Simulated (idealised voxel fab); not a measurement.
Title: Process Module voxel transistor to metal
In the cross-section labelled cut, the width is 145 nm and each square cell is 5 nm.
If you're reading a cross-section in this doc, picture square cells in a grid; it comes to you as bands, top ones listed first down to the bottom, and a band can be one or more rows of cells.
Quick guide to a band line: top height, bottom height (nm) up front; then every material left to right with its width in nm. Only one material and it's marked "everywhere"? Then it fills the band edge to edge. And "blank" just means empty space.
Heights are reckoned from 0. Under this level, the received wafer is all of one material. The bottommost band is open-ended downward, for example "z 0 and below".
The notation "30->40" denotes a width that varies across the rows of cells in the band, beginning at the first number in the top row, finishing at the second number in the bottom row, and changing by an identical amount from each row to the next.
No cell of the cross-section changed in a step that is given as "no alteration".
What "Closed void list" gives you is every empty space of 8 cells or more that is cut off from the top. Each appears as width x height at distance, with the distance taken from the left edge and width, height and distance all in nm.
What comes after the settings on a step's line is commentary from the simulator itself on that step.
overlay nm: on a step with a mask, how far right of its planned place the mask lay; negative means left.
### The steps planned for the process are as follows
1,RECEIVE,material Si
2,CONFORMAL_DEP,material SiO2,thk nm 5
3,CONFORMAL_DEP,material SiN,thk nm 10
4,DIRECTIONAL_DEP,material aC,thk nm 10
5,PATTERN,tone cover,mask id ACTIVE,material resist,width nm 105,thk nm 25,overlay nm 0
6,DIRECTIONAL_ETCH,etch materials aC,depth nm 10
7,STRIP,etch materials resist
8,DIRECTIONAL_ETCH,etch materials SiN,depth nm 10
9,DIRECTIONAL_ETCH,etch materials SiO2,depth nm 5
10,DIRECTIONAL_ETCH,etch materials Si,depth nm 25
11,STRIP,etch materials aC
12,FILL_DEP,material SiO2,thk nm 15
13,CMP,height nm 15
14,SELECTIVE_ETCH,etch materials SiO2,depth nm 5
15,STRIP,etch materials SiN
16,SELECTIVE_ETCH,etch materials SiO2,depth nm 5
17,OXIDIZE,depth nm 5
18,DIRECTIONAL_DEP,material polySi,thk nm 30
19,DIRECTIONAL_DEP,material SiCN,thk nm 10
20,MASKED_ETCH,tone cover,mask id GATE,width nm 25,etch materials SiCN,depth nm 20,overlay nm 0
21,MASKED_ETCH,tone cover,mask id GATE,width nm 25,etch materials polySi,depth nm 40,overlay nm 0
22,CONFORMAL_DEP,material SiO2,thk nm 5
23,DIRECTIONAL_ETCH,etch materials SiO2,depth nm 5
24,CONFORMAL_DEP,material SiN,thk nm 10
25,DIRECTIONAL_ETCH,etch materials SiN,depth nm 10
26,DIRECTIONAL_ETCH,etch materials SiO2,depth nm 5
27,DIRECTIONAL_ETCH,etch materials Si,depth nm 5
28,EPI,material nSi,thk nm 10
29,FILL_DEP,material SiO2,thk nm 10
30,CMP,height nm 40
31,DIRECTIONAL_DEP,material SiO2,thk nm 15
32,MASKED_ETCH,tone open,mask id CONTACT,width nm 15,pitch nm 80,etch materials SiO2,depth nm 50,overlay nm 0
33,CONFORMAL_DEP,material TiN,thk nm 5
34,FILL_DEP,material Ru,thk nm 10
35,CMP,height nm 55
36,CONFORMAL_DEP,material SiCN,thk nm 5
37,DIRECTIONAL_DEP,material lowk,thk nm 25
38,DIRECTIONAL_DEP,material aC,thk nm 15
39,PATTERN,tone open,mask id METAL_1,material resist,width nm 15,pitch nm 80,thk nm 30,overlay nm 0
40,DIRECTIONAL_ETCH,etch materials aC,depth nm 15
41,STRIP,etch materials resist
42,DIRECTIONAL_ETCH,etch materials lowk,depth nm 25
43,DIRECTIONAL_ETCH,etch materials SiCN,depth nm 5
44,STRIP,etch materials aC
45,CONFORMAL_DEP,material TiN,thk nm 5
46,FILL_DEP,material Cu,thk nm 10
47,CMP,height nm 85
48,CONFORMAL_DEP,material SiCN,thk nm 5
49,DIRECTIONAL_DEP,material SiO2,thk nm 25
50,DIRECTIONAL_DEP,material aC,thk nm 10
51,PATTERN,tone open,mask id METAL_2,material resist,width nm 15,pitch nm 80,thk nm 30,overlay nm 0
52,DIRECTIONAL_ETCH,etch materials aC,depth nm 10
53,STRIP,etch materials resist
54,DIRECTIONAL_ETCH,etch materials SiO2,depth nm 15
55,STRIP,etch materials aC
56,DIRECTIONAL_DEP,material aC,thk nm 15
57,PATTERN,tone open,mask id METAL_2_HOLES,material resist,width nm 15,pitch nm 80,thk nm 30,overlay nm 0
58,DIRECTIONAL_ETCH,etch materials aC,depth nm 15
59,STRIP,etch materials resist
60,DIRECTIONAL_ETCH,etch materials SiO2,depth nm 10
61,DIRECTIONAL_ETCH,etch materials SiCN,depth nm 5
62,STRIP,etch materials aC
63,CONFORMAL_DEP,material TiN,thk nm 5
64,FILL_DEP,material Cu,thk nm 10
65,CMP,height nm 115
66,CONFORMAL_DEP,material SiCN,thk nm 5
### The following pertains to the first of two wafers, which was processed as planned
### As-received state of the wafer in cross-section, equivalent to post-step 1
  z 0 and below  Si everywhere
  Closed void list: none
### Step 2 done - wafer cross-section
  z 5 to 0  SiO2 everywhere
  Lower than 0, everything is as it was.
### Step 3 done - wafer cross-section
  z 15 to 5  SiN everywhere
  Lower than 5, everything is as it was.
### Step 4 done - wafer cross-section
  z 25 to 15  aC everywhere
  Lower than 15, everything is as it was.
### Step 5 done - wafer cross-section
  z 50 to 25  blank 20 | resist 105 | blank 20
  Lower than 25, everything is as it was.
### Step 6 done - wafer cross-section
  z 40 to 25  blank 20 | resist 105 | blank 20
  z 25 to 15  blank 20 | aC 105 | blank 20
  Lower than 15, everything is as it was.
### Step 7 done - wafer cross-section
  z 25 to 15  blank 20 | aC 105 | blank 20
  Lower than 15, everything is as it was.
### Step 8 done - wafer cross-section
  z 25 to 15  blank 20 | aC 105 | blank 20
  z 15 to 5  blank 20 | SiN 105 | blank 20
  Lower than 5, everything is as it was.
### Step 9 done - wafer cross-section
  z 25 to 15  blank 20 | aC 105 | blank 20
  z 15 to 5  blank 20 | SiN 105 | blank 20
  z 5 to 0  blank 20 | SiO2 105 | blank 20
  Lower than 0, everything is as it was.
### Step 10 done - wafer cross-section
  z 25 to 15  blank 20 | aC 105 | blank 20
  z 15 to 5  blank 20 | SiN 105 | blank 20
  z 5 to 0  blank 20 | SiO2 105 | blank 20
  z 0 to -25  blank 20 | Si 105 | blank 20
  Lower than -25, everything is as it was.
### Step 11 done - wafer cross-section
  z 15 to 5  blank 20 | SiN 105 | blank 20
  Lower than 5, everything is as it was.
### Step 12 done - wafer cross-section
  z 30 to 15  SiO2 everywhere
  z 15 to 5  SiO2 20 | SiN 105 | SiO2 20
  z 5 to 0  SiO2 everywhere
  z 0 to -25  SiO2 20 | Si 105 | SiO2 20
  Lower than -25, everything is as it was.
### Step 13 done - wafer cross-section
  z 15 to 5  SiO2 20 | SiN 105 | SiO2 20
  Lower than 5, everything is as it was.
### Step 14 done - wafer cross-section
  z 15 to 10  blank 20 | SiN 105 | blank 20
  Lower than 10, everything is as it was.
### Step 15 done - wafer cross-section
  z 10 to 5  SiO2 20 | blank 105 | SiO2 20
  Lower than 5, everything is as it was.
### Step 16 done - wafer cross-section
  z 5 to 0  SiO2 15 | blank 115 | SiO2 15
  Lower than 0, everything is as it was.
### Step 17 done - wafer cross-section
  z 5 to 0  SiO2 15 | blank 115 | SiO2 15
  z 0 to -5  SiO2 everywhere
  Lower than -5, everything is as it was.
### Step 18 done - wafer cross-section
  z 35 to 30  polySi 15 | blank 115 | polySi 15
  z 30 to 5  polySi everywhere
  z 5 to 0  SiO2 15 | polySi 115 | SiO2 15
  Lower than 0, everything is as it was.
### Step 19 done - wafer cross-section
  z 45 to 40  SiCN 15 | blank 115 | SiCN 15
  z 40 to 35  SiCN everywhere
  z 35 to 30  polySi 15 | SiCN 115 | polySi 15
  Lower than 30, everything is as it was.
### Step 20 done - wafer cross-section
  z 40 to 35  blank 60 | SiCN 25 | blank 60
  z 35 to 30  polySi 15 | blank 45 | SiCN 25 | blank 45 | polySi 15
  Lower than 30, everything is as it was.
### Step 21 done - wafer cross-section
  z 40 to 30  blank 60 | SiCN 25 | blank 60
  z 30 to 5  blank 60 | polySi 25 | blank 60
  z 5 to 0  SiO2 15 | blank 45 | polySi 25 | blank 45 | SiO2 15
  Lower than 0, everything is as it was.
### Step 22 done - wafer cross-section
  z 45 to 40  blank 55 | SiO2 35 | blank 55
  z 40 to 30  blank 55 | SiO2 5 | SiCN 25 | SiO2 5 | blank 55
  z 30 to 10  blank 55 | SiO2 5 | polySi 25 | SiO2 5 | blank 55
  z 10 to 5  SiO2 20 | blank 35 | SiO2 5 | polySi 25 | SiO2 5 | blank 35 | SiO2 20
  z 5 to 0  SiO2 60 | polySi 25 | SiO2 60
  Lower than 0, everything is as it was.
### Step 23 done - wafer cross-section
  z 40 to 30  blank 55 | SiO2 5 | SiCN 25 | SiO2 5 | blank 55
  z 30 to 5  blank 55 | SiO2 5 | polySi 25 | SiO2 5 | blank 55
  z 5 to 0  SiO2 20 | blank 35 | SiO2 5 | polySi 25 | SiO2 5 | blank 35 | SiO2 20
  Lower than 0, everything is as it was.
### Step 24 done - wafer cross-section
  z 50 to 40  blank 45 | SiN 55 | blank 45
  z 40 to 30  blank 45 | SiN 10 | SiO2 5 | SiCN 25 | SiO2 5 | SiN 10 | blank 45
  z 30 to 15  blank 45 | SiN 10 | SiO2 5 | polySi 25 | SiO2 5 | SiN 10 | blank 45
  z 15 to 10  SiN 30 | blank 15 | SiN 10 | SiO2 5 | polySi 25 | SiO2 5 | SiN 10 | blank 15 | SiN 30
  z 10 to 5  SiN 55 | SiO2 5 | polySi 25 | SiO2 5 | SiN 55
  z 5 to 0  SiO2 20 | SiN 35 | SiO2 5 | polySi 25 | SiO2 5 | SiN 35 | SiO2 20
  Lower than 0, everything is as it was.
### Step 25 done - wafer cross-section
  z 40 to 30  blank 45 | SiN 10 | SiO2 5 | SiCN 25 | SiO2 5 | SiN 10 | blank 45
  z 30 to 5  blank 45 | SiN 10 | SiO2 5 | polySi 25 | SiO2 5 | SiN 10 | blank 45
  z 5 to 0  SiO2 20 | SiN 10 | blank 15 | SiN 10 | SiO2 5 | polySi 25 | SiO2 5 | SiN 10 | blank 15 | SiN 10 | SiO2 20
  Lower than 0, everything is as it was.
### Step 26 done - wafer cross-section
  z 40 to 35  blank 45 | SiN 10 | blank 5 | SiCN 25 | blank 5 | SiN 10 | blank 45
  z 35 to 30  blank 45 | SiN 10 | SiO2 5 | SiCN 25 | SiO2 5 | SiN 10 | blank 45
  z 30 to 5  blank 45 | SiN 10 | SiO2 5 | polySi 25 | SiO2 5 | SiN 10 | blank 45
  z 5 to 0  blank 20 | SiN 10 | blank 15 | SiN 10 | SiO2 5 | polySi 25 | SiO2 5 | SiN 10 | blank 15 | SiN 10 | blank 20
  z 0 to -5  SiO2 30 | blank 15 | SiO2 55 | blank 15 | SiO2 30
  Lower than -5, everything is as it was.
### Step 27 done - wafer cross-section
  z 40 to 35  blank 45 | SiN 10 | blank 5 | SiCN 25 | blank 5 | SiN 10 | blank 45
  z 35 to 30  blank 45 | SiN 10 | SiO2 5 | SiCN 25 | SiO2 5 | SiN 10 | blank 45
  z 30 to 5  blank 45 | SiN 10 | SiO2 5 | polySi 25 | SiO2 5 | SiN 10 | blank 45
  z 5 to 0  blank 20 | SiN 10 | blank 15 | SiN 10 | SiO2 5 | polySi 25 | SiO2 5 | SiN 10 | blank 15 | SiN 10 | blank 20
  z 0 to -5  SiO2 30 | blank 15 | SiO2 55 | blank 15 | SiO2 30
  z -5 to -10  SiO2 20 | Si 10 | blank 15 | Si 55 | blank 15 | Si 10 | SiO2 20
  Lower than -10, everything is as it was.
### Step 28 done - wafer cross-section
  z 40 to 35  blank 45 | SiN 10 | blank 5 | SiCN 25 | blank 5 | SiN 10 | blank 45
  z 35 to 30  blank 45 | SiN 10 | SiO2 5 | SiCN 25 | SiO2 5 | SiN 10 | blank 45
  z 30 to 5  blank 45 | SiN 10 | SiO2 5 | polySi 25 | SiO2 5 | SiN 10 | blank 45
  z 5 to 0  blank 20 | SiN 10 | nSi 15 | SiN 10 | SiO2 5 | polySi 25 | SiO2 5 | SiN 10 | nSi 15 | SiN 10 | blank 20
  z 0 to -5  SiO2 30 | nSi 15 | SiO2 55 | nSi 15 | SiO2 30
  z -5 to -10  SiO2 20 | Si 10 | nSi 15 | Si 55 | nSi 15 | Si 10 | SiO2 20
  Lower than -10, everything is as it was.
### Step 29 done - wafer cross-section
  z 50 to 40  SiO2 everywhere
  z 40 to 30  SiO2 45 | SiN 10 | SiO2 5 | SiCN 25 | SiO2 5 | SiN 10 | SiO2 45
  z 30 to 5  SiO2 45 | SiN 10 | SiO2 5 | polySi 25 | SiO2 5 | SiN 10 | SiO2 45
  z 5 to 0  SiO2 20 | SiN 10 | nSi 15 | SiN 10 | SiO2 5 | polySi 25 | SiO2 5 | SiN 10 | nSi 15 | SiN 10 | SiO2 20
  Lower than 0, everything is as it was.
### Step 30 done - wafer cross-section
  z 40 to 30  SiO2 45 | SiN 10 | SiO2 5 | SiCN 25 | SiO2 5 | SiN 10 | SiO2 45
  Lower than 30, everything is as it was.
### Step 31 done - wafer cross-section
  z 55 to 40  SiO2 everywhere
  Lower than 40, everything is as it was.
### Step 32 done - wafer cross-section
  z 55 to 40  SiO2 25 | blank 15 | SiO2 65 | blank 15 | SiO2 25
  z 40 to 30  SiO2 25 | blank 15 | SiO2 5 | SiN 10 | SiO2 5 | SiCN 25 | SiO2 5 | SiN 10 | SiO2 5 | blank 15 | SiO2 25
  z 30 to 5  SiO2 25 | blank 15 | SiO2 5 | SiN 10 | SiO2 5 | polySi 25 | SiO2 5 | SiN 10 | SiO2 5 | blank 15 | SiO2 25
  Lower than 5, everything is as it was.
### Step 33 done - wafer cross-section
  z 60 to 55  TiN 30 | blank 5 | TiN 75 | blank 5 | TiN 30
  z 55 to 40  SiO2 25 | TiN 5 | blank 5 | TiN 5 | SiO2 65 | TiN 5 | blank 5 | TiN 5 | SiO2 25
  z 40 to 30  SiO2 25 | TiN 5 | blank 5 | TiN 5 | SiO2 5 | SiN 10 | SiO2 5 | SiCN 25 | SiO2 5 | SiN 10 | SiO2 5 | TiN 5 | blank 5 | TiN 5 | SiO2 25
  z 30 to 10  SiO2 25 | TiN 5 | blank 5 | TiN 5 | SiO2 5 | SiN 10 | SiO2 5 | polySi 25 | SiO2 5 | SiN 10 | SiO2 5 | TiN 5 | blank 5 | TiN 5 | SiO2 25
  z 10 to 5  SiO2 25 | TiN 15 | SiO2 5 | SiN 10 | SiO2 5 | polySi 25 | SiO2 5 | SiN 10 | SiO2 5 | TiN 15 | SiO2 25
  Lower than 5, everything is as it was.
### Step 34 done - wafer cross-section
  z 70 to 60  Ru everywhere
  z 60 to 55  TiN 30 | Ru 5 | TiN 75 | Ru 5 | TiN 30
  z 55 to 40  SiO2 25 | TiN 5 | Ru 5 | TiN 5 | SiO2 65 | TiN 5 | Ru 5 | TiN 5 | SiO2 25
  z 40 to 30  SiO2 25 | TiN 5 | Ru 5 | TiN 5 | SiO2 5 | SiN 10 | SiO2 5 | SiCN 25 | SiO2 5 | SiN 10 | SiO2 5 | TiN 5 | Ru 5 | TiN 5 | SiO2 25
  z 30 to 10  SiO2 25 | TiN 5 | Ru 5 | TiN 5 | SiO2 5 | SiN 10 | SiO2 5 | polySi 25 | SiO2 5 | SiN 10 | SiO2 5 | TiN 5 | Ru 5 | TiN 5 | SiO2 25
  Lower than 10, everything is as it was.
### Step 35 done - wafer cross-section
  z 55 to 40  SiO2 25 | TiN 5 | Ru 5 | TiN 5 | SiO2 65 | TiN 5 | Ru 5 | TiN 5 | SiO2 25
  Lower than 40, everything is as it was.
### Step 36 done - wafer cross-section
  z 60 to 55  SiCN everywhere
  Lower than 55, everything is as it was.
### Step 37 done - wafer cross-section
  z 85 to 60  lowk everywhere
  Lower than 60, everything is as it was.
### Step 38 done - wafer cross-section
  z 100 to 85  aC everywhere
  Lower than 85, everything is as it was.
### Step 39 done - wafer cross-section
  z 130 to 100  resist 25 | blank 15 | resist 65 | blank 15 | resist 25
  Lower than 100, everything is as it was.
### Step 40 done - wafer cross-section
  z 115 to 100  resist 25 | blank 15 | resist 65 | blank 15 | resist 25
  z 100 to 85  aC 25 | blank 15 | aC 65 | blank 15 | aC 25
  Lower than 85, everything is as it was.
### Step 41 done - wafer cross-section
  z 100 to 85  aC 25 | blank 15 | aC 65 | blank 15 | aC 25
  Lower than 85, everything is as it was.
### Step 42 done - wafer cross-section
  z 100 to 85  aC 25 | blank 15 | aC 65 | blank 15 | aC 25
  z 85 to 60  lowk 25 | blank 15 | lowk 65 | blank 15 | lowk 25
  Lower than 60, everything is as it was.
### Step 43 done - wafer cross-section
  z 100 to 85  aC 25 | blank 15 | aC 65 | blank 15 | aC 25
  z 85 to 60  lowk 25 | blank 15 | lowk 65 | blank 15 | lowk 25
  z 60 to 55  SiCN 25 | blank 15 | SiCN 65 | blank 15 | SiCN 25
  Lower than 55, everything is as it was.
### Step 44 done - wafer cross-section
  z 85 to 60  lowk 25 | blank 15 | lowk 65 | blank 15 | lowk 25
  Lower than 60, everything is as it was.
### Step 45 done - wafer cross-section
  z 90 to 85  TiN 30 | blank 5 | TiN 75 | blank 5 | TiN 30
  z 85 to 60  lowk 25 | TiN 5 | blank 5 | TiN 5 | lowk 65 | TiN 5 | blank 5 | TiN 5 | lowk 25
  z 60 to 55  SiCN 25 | TiN 15 | SiCN 65 | TiN 15 | SiCN 25
  Lower than 55, everything is as it was.
### Step 46 done - wafer cross-section
  z 100 to 90  Cu everywhere
  z 90 to 85  TiN 30 | Cu 5 | TiN 75 | Cu 5 | TiN 30
  z 85 to 60  lowk 25 | TiN 5 | Cu 5 | TiN 5 | lowk 65 | TiN 5 | Cu 5 | TiN 5 | lowk 25
  Lower than 60, everything is as it was.
### Step 47 done - wafer cross-section
  z 85 to 60  lowk 25 | TiN 5 | Cu 5 | TiN 5 | lowk 65 | TiN 5 | Cu 5 | TiN 5 | lowk 25
  Lower than 60, everything is as it was.
### Step 48 done - wafer cross-section
  z 90 to 85  SiCN everywhere
  Lower than 85, everything is as it was.
### Step 49 done - wafer cross-section
  z 115 to 90  SiO2 everywhere
  Lower than 90, everything is as it was.
### Step 50 done - wafer cross-section
  z 125 to 115  aC everywhere
  Lower than 115, everything is as it was.
### Step 51 done - wafer cross-section
  z 155 to 125  resist 25 | blank 15 | resist 65 | blank 15 | resist 25
  Lower than 125, everything is as it was.
### Step 52 done - wafer cross-section
  z 145 to 125  resist 25 | blank 15 | resist 65 | blank 15 | resist 25
  z 125 to 115  aC 25 | blank 15 | aC 65 | blank 15 | aC 25
  Lower than 115, everything is as it was.
### Step 53 done - wafer cross-section
  z 125 to 115  aC 25 | blank 15 | aC 65 | blank 15 | aC 25
  Lower than 115, everything is as it was.
### Step 54 done - wafer cross-section
  z 125 to 115  aC 25 | blank 15 | aC 65 | blank 15 | aC 25
  z 115 to 100  SiO2 25 | blank 15 | SiO2 65 | blank 15 | SiO2 25
  Lower than 100, everything is as it was.
### Step 55 done - wafer cross-section
  z 115 to 100  SiO2 25 | blank 15 | SiO2 65 | blank 15 | SiO2 25
  Lower than 100, everything is as it was.
### Step 56 done - wafer cross-section
  z 130 to 115  aC 25 | blank 15 | aC 65 | blank 15 | aC 25
  z 115 to 100  SiO2 25 | aC 15 | SiO2 65 | aC 15 | SiO2 25
  Lower than 100, everything is as it was.
### Step 57 done - wafer cross-section
  z 160 to 130  resist 25 | blank 15 | resist 65 | blank 15 | resist 25
  Lower than 130, everything is as it was.
### Step 58 done - wafer cross-section
  z 145 to 130  resist 25 | blank 15 | resist 65 | blank 15 | resist 25
  z 130 to 115  aC 25 | blank 15 | aC 65 | blank 15 | aC 25
  z 115 to 100  SiO2 25 | blank 15 | SiO2 65 | blank 15 | SiO2 25
  Lower than 100, everything is as it was.
### Step 59 done - wafer cross-section
  z 130 to 115  aC 25 | blank 15 | aC 65 | blank 15 | aC 25
  Lower than 115, everything is as it was.
### Step 60 done - wafer cross-section
  z 130 to 115  aC 25 | blank 15 | aC 65 | blank 15 | aC 25
  z 115 to 90  SiO2 25 | blank 15 | SiO2 65 | blank 15 | SiO2 25
  Lower than 90, everything is as it was.
### Step 61 done - wafer cross-section
  z 130 to 115  aC 25 | blank 15 | aC 65 | blank 15 | aC 25
  z 115 to 90  SiO2 25 | blank 15 | SiO2 65 | blank 15 | SiO2 25
  z 90 to 85  SiCN 25 | blank 15 | SiCN 65 | blank 15 | SiCN 25
  Lower than 85, everything is as it was.
### Step 62 done - wafer cross-section
  z 115 to 90  SiO2 25 | blank 15 | SiO2 65 | blank 15 | SiO2 25
  Lower than 90, everything is as it was.
### Step 63 done - wafer cross-section
  z 120 to 115  TiN 30 | blank 5 | TiN 75 | blank 5 | TiN 30
  z 115 to 90  SiO2 25 | TiN 5 | blank 5 | TiN 5 | SiO2 65 | TiN 5 | blank 5 | TiN 5 | SiO2 25
  z 90 to 85  SiCN 25 | TiN 15 | SiCN 65 | TiN 15 | SiCN 25
  Lower than 85, everything is as it was.
### Step 64 done - wafer cross-section
  z 130 to 120  Cu everywhere
  z 120 to 115  TiN 30 | Cu 5 | TiN 75 | Cu 5 | TiN 30
  z 115 to 90  SiO2 25 | TiN 5 | Cu 5 | TiN 5 | SiO2 65 | TiN 5 | Cu 5 | TiN 5 | SiO2 25
  Lower than 90, everything is as it was.
### Step 65 done - wafer cross-section
  z 115 to 90  SiO2 25 | TiN 5 | Cu 5 | TiN 5 | SiO2 65 | TiN 5 | Cu 5 | TiN 5 | SiO2 25
  Lower than 90, everything is as it was.
### Step 66 done - wafer cross-section
  z 120 to 115  SiCN everywhere
  Lower than 115, everything is as it was.
### Second of two: same start, same plan, one run error; steps up to and including 55 match the first
### Cross-section, second wafer, at the end time the plan gives for step 56
  z 130 to 115  polySi 25 | blank 15 | polySi 65 | blank 15 | polySi 25
  z 115 to 100  SiO2 25 | polySi 15 | SiO2 65 | polySi 15 | SiO2 25
  Lower than 100, everything is as it was.
### Cross-section, second wafer, at the end time the plan gives for step 57
  z 160 to 130  resist 25 | blank 15 | resist 65 | blank 15 | resist 25
  Lower than 130, everything is as it was.
### Cross-section, second wafer, at the end time the plan gives for step 58
  z 145 to 130  resist 25 | blank 15 | resist 65 | blank 15 | resist 25
  Lower than 130, everything is as it was.
### Cross-section, second wafer, at the end time the plan gives for step 59
  z 130 to 115  polySi 25 | blank 15 | polySi 65 | blank 15 | polySi 25
  Lower than 115, everything is as it was.
Cross-section, second wafer, at the end time the plan gives for step 60: no alteration
Cross-section, second wafer, at the end time the plan gives for step 61: no alteration
Cross-section, second wafer, at the end time the plan gives for step 62: no alteration
### Cross-section, second wafer, at the end time the plan gives for step 63
  z 135 to 130  TiN 30 | blank 5 | TiN 75 | blank 5 | TiN 30
  z 130 to 120  polySi 25 | TiN 5 | blank 5 | TiN 5 | polySi 65 | TiN 5 | blank 5 | TiN 5 | polySi 25
  z 120 to 115  polySi 25 | TiN 15 | polySi 65 | TiN 15 | polySi 25
  Lower than 115, everything is as it was.
### Cross-section, second wafer, at the end time the plan gives for step 64
  z 145 to 135  Cu everywhere
  z 135 to 130  TiN 30 | Cu 5 | TiN 75 | Cu 5 | TiN 30
  z 130 to 120  polySi 25 | TiN 5 | Cu 5 | TiN 5 | polySi 65 | TiN 5 | Cu 5 | TiN 5 | polySi 25
  Lower than 120, everything is as it was.
### Cross-section, second wafer, at the end time the plan gives for step 65
  z 115 to 100  SiO2 25 | polySi 15 | SiO2 65 | polySi 15 | SiO2 25
  Lower than 100, everything is as it was.
### Cross-section, second wafer, at the end time the plan gives for step 66
  z 120 to 115  SiCN everywhere
  Lower than 115, everything is as it was.
The plan and the run diverged here: not per plan at step 56, really ran DIRECTIONAL_DEP,material polySi,thk nm 15
FYI, end of process, the second wafer has more or fewer cells of some materials than the first: 10 fewer of Cu; 6 more of SiCN; 12 more of SiO2; 26 fewer of TiN; 18 more of polySi
